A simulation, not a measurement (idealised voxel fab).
Name of the process module below: voxel transistor to metal
Shown is cross-section cut, with a width of 285 nm and square cells of size 5 nm.
How to read a cross-section here: the picture is a grid of square cells, written as bands going from the top down, and any band can span one or more rows of cells.
The entry gives the band's vertical extent as a top height and a bottom height in nm, then its horizontal make-up as materials from left to right, each with a width in nm. "blank" stands for empty space; a single material marked "edge to edge" fills the band edge to edge.
We count height from 0. Below that, the starting wafer is all one material. The lowest band never ends at the bottom but goes on down; see "0 down" for how that is written.
The width entry "30 to 40" should be interpreted row by row: the top row of cells in the band takes the first number, the bottom row takes the second number, and the change between adjacent rows is uniform throughout.
Take "identical to before" at face value: in the step it is given for, the cross-section changed in none of its cells.
Enclosed voids (no open way to top), threshold 8 cells or more, entry "Sealed cavities", notation width x height at distance, distance from left edge, nm.
What comes after the settings on a step's line is commentary from the simulator itself on that step.
overlay nm: for a step with a mask, the amount by which the mask lay right of where it was planned; a negative amount means left of it.

The process steps that were planned are listed below
1 RECEIVE | material Si
2 CONFORMAL_DEP | material SiO2 | thk nm 5
3 CONFORMAL_DEP | material SiN | thk nm 10
4 DIRECTIONAL_DEP | material aC | thk nm 10
5 PATTERN | tone cover | mask id ACTIVE | material resist | width nm 100 | pitch nm 130 | thk nm 25 | overlay nm 0
6 DIRECTIONAL_ETCH | etch materials aC | depth nm 10
7 STRIP | etch materials resist
8 DIRECTIONAL_ETCH | etch materials SiN | depth nm 10
9 DIRECTIONAL_ETCH | etch materials SiO2 | depth nm 5
10 DIRECTIONAL_ETCH | etch materials Si | depth nm 35
11 STRIP | etch materials aC
12 FILL_DEP | material SiO2 | thk nm 15
13 CMP | height nm 15
14 SELECTIVE_ETCH | etch materials SiO2 | depth nm 10
15 STRIP | etch materials SiN
16 SELECTIVE_ETCH | etch materials SiO2 | depth nm 5
17 OXIDIZE | depth nm 5
18 DIRECTIONAL_DEP | material polySi | thk nm 20
19 DIRECTIONAL_DEP | material SiCN | thk nm 15
20 DIRECTIONAL_DEP | material aC | thk nm 10
21 PATTERN | tone cover | mask id GATE | material resist | width nm 20 | pitch nm 130 | thk nm 25 | overlay nm 0
22 DIRECTIONAL_ETCH | etch materials aC | depth nm 10
23 STRIP | etch materials resist
24 DIRECTIONAL_ETCH | etch materials SiCN | depth nm 25
25 DIRECTIONAL_ETCH | etch materials polySi | depth nm 30
26 STRIP | etch materials aC
27 CONFORMAL_DEP | material SiO2 | thk nm 5
28 DIRECTIONAL_ETCH | etch materials SiO2 | depth nm 5
29 CONFORMAL_DEP | material SiN | thk nm 10
30 DIRECTIONAL_ETCH | etch materials SiN | depth nm 10
31 DIRECTIONAL_ETCH | etch materials SiO2 | depth nm 5
32 DIRECTIONAL_ETCH | etch materials Si | depth nm 15
33 EPI | material nSi | thk nm 20
34 FILL_DEP | material SiO2 | thk nm 10
35 CMP | height nm 35
36 DIRECTIONAL_DEP | material SiO2 | thk nm 15
37 PATTERN | tone open | mask id CONTACT | material resist | width nm 15 | thk nm 20 | overlay nm 0
38 DIRECTIONAL_ETCH | etch materials SiO2 | depth nm 35
39 STRIP | etch materials resist
40 CONFORMAL_DEP | material TiN | thk nm 5
41 FILL_DEP | material Ru | thk nm 5
42 CMP | height nm 50
43 DIRECTIONAL_DEP | material TiN | thk nm 5
44 DIRECTIONAL_DEP | material Ru | thk nm 25
45 MASKED_ETCH | tone cover | mask id METAL_1 | width nm 15 | etch materials Ru | depth nm 25 | overlay nm 0
46 MASKED_ETCH | tone cover | mask id METAL_1 | width nm 15 | etch materials TiN | depth nm 5 | overlay nm 0
47 CONFORMAL_DEP | material SiN | thk nm 5
48 FILL_DEP | material lowk | thk nm 10
49 CMP | height nm 80
50 CONFORMAL_DEP | material SiCN | thk nm 5
Among the wafers covered here, the point of difference is the width nm at step 46; their starting state is shared, and the plan presents the value of the first wafer.

Step 1 complete: as-received cross-section of the first of several wafers
    0 down = Si edge to edge
    Sealed cavities: none

The rows of the table below are wafers. Looking at the end of the module, a row counts, for every material, the cells the wafer has gained, shown as (+), or lost, shown as (-), since it was received; its closed voids come next
width nm 15, +84 Ru, -219 Si, +81 SiCN, +141 SiN, +461 SiO2, +72 TiN, +185 lowk, +132 nSi, +32 polySi, Sealed cavities: none
width nm 20, +84 Ru, -219 Si, +81 SiCN, +141 SiN, +461 SiO2, +76 TiN, +181 lowk, +132 nSi, +32 polySi, Sealed cavities: none
width nm 25, +84 Ru, -219 Si, +81 SiCN, +141 SiN, +461 SiO2, +80 TiN, +177 lowk, +132 nSi, +32 polySi, Sealed cavities: none
width nm 30, +84 Ru, -219 Si, +81 SiCN, +141 SiN, +461 SiO2, +84 TiN, +173 lowk, +132 nSi, +32 polySi, Sealed cavities: none
